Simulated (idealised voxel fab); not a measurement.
process module | voxel wiring stack
cross-section cut | 185 nm wide | cells 5 nm
A cross-section is a grid of square cells, given in bands from the top down. A band is one or more rows of cells.
Each band's line starts with the height of the band's top and of its bottom, in nm. Then come its materials from left to right, each with its width in nm. One material with "throughout" fills the band from edge to edge. "air" is empty space.
Height 0 is the level under which the wafer as received is all one material. The lowest band goes on downwards, as in "0 down".
A width such as "30 to 40" changes by the same amount from each row of cells to the next, from the band's top row to its bottom row.
"no change" after a step means that no cell of the cross-section changed.
closed voids: empty space of 8 cells or more with no open way to the top, each as width x height at its distance from the left edge, in nm
after a step's settings: what the simulator itself notes on the step
overlay nm, on a step with a mask: how far to the right of its planned place the mask lay; to the left if negative
plan
1 op RECEIVE | material Si
2 op CONFORMAL_DEP | material SiO2 | thk nm 15
3 op CONFORMAL_DEP | material SiN | thk nm 5
4 op DIRECTIONAL_DEP | material lowk | thk nm 20
5 op PATTERN | tone open | mask id METAL_1 | material resist | width nm 20 | pitch nm 45 | thk nm 20 | overlay nm 0
6 op DIRECTIONAL_ETCH | etch materials lowk | depth nm 20
7 op DIRECTIONAL_ETCH | etch materials SiN | depth nm 5
8 op STRIP | etch materials resist
9 op CONFORMAL_DEP | material TiN | thk nm 5
10 op FILL_DEP | material Cu | thk nm 10
11 op CMP | height nm 40
12 op EPI | material Ru | thk nm 5
13 op FILL_DEP | material SiCN | thk nm 5
14 op DIRECTIONAL_DEP | material lowk | thk nm 20
15 op MASKED_ETCH | tone open | mask id PLUG_1 | width nm 15 | pitch nm 90 | etch materials lowk | depth nm 20 | overlay nm 0
16 op MASKED_ETCH | tone open | mask id PLUG_1 | width nm 15 | pitch nm 90 | etch materials SiCN | depth nm 5 | overlay nm 0
17 op CONFORMAL_DEP | material TiN | thk nm 5
18 op FILL_DEP | material W | thk nm 5
19 op CMP | height nm 70
20 op DIRECTIONAL_DEP | material TiN | thk nm 5
21 op DIRECTIONAL_DEP | material Ru | thk nm 25
22 op DIRECTIONAL_DEP | material aC | thk nm 10
23 op PATTERN | tone cover | mask id METAL_2 | material resist | width nm 20 | pitch nm 45 | thk nm 30 | overlay nm 0
24 op DIRECTIONAL_ETCH | etch materials aC | depth nm 10
25 op STRIP | etch materials resist
26 op DIRECTIONAL_ETCH | etch materials Ru | depth nm 25
27 op DIRECTIONAL_ETCH | etch materials TiN | depth nm 5
28 op STRIP | etch materials aC
29 op FILL_DEP | material SiO2 | thk nm 10
30 op CMP | height nm 100
31 op CONFORMAL_DEP | material SiCN | thk nm 5
as received, after step 1
  0 down: Si throughout
  closed voids: none
a wafer at the end: this start, this plan, one mistake
  105 to 100: SiCN throughout
  100 to 75: SiO2 35 | Ru 20 | SiO2 25 | Ru 20 | SiO2 25 | Ru 20 | SiO2 40
  75 to 70: SiO2 35 | TiN 20 | SiO2 25 | TiN 20 | SiO2 25 | TiN 20 | SiO2 40
  70 to 50: lowk 35 | TiN 5 | W 5 | TiN 5 | lowk 75 | TiN 5 | W 5 | TiN 5 | lowk 45
  50 to 45: SiCN 35 | TiN 15 | SiCN 75 | TiN 15 | SiCN 45
  45 to 40: SiCN 25 | Ru 40 | SiCN 5 | Ru 40 | SiCN 5 | Ru 40 | SiCN 30
  40 to 20: lowk 30 | TiN 5 | Cu 20 | TiN 5 | lowk 15 | TiN 5 | Cu 20 | TiN 5 | lowk 15 | TiN 5 | Cu 20 | TiN 5 | lowk 35
  20 to 15: SiN 30 | TiN 30 | SiN 15 | TiN 30 | SiN 15 | TiN 30 | SiN 35
  15 to 0: SiO2 throughout
  0 down: Si throughout
  closed voids: none
what went wrong: step 5 ran as: op PATTERN | tone open | mask id METAL_1 | material resist | width nm 30 | pitch nm 45 | thk nm 20 | overlay nm 0
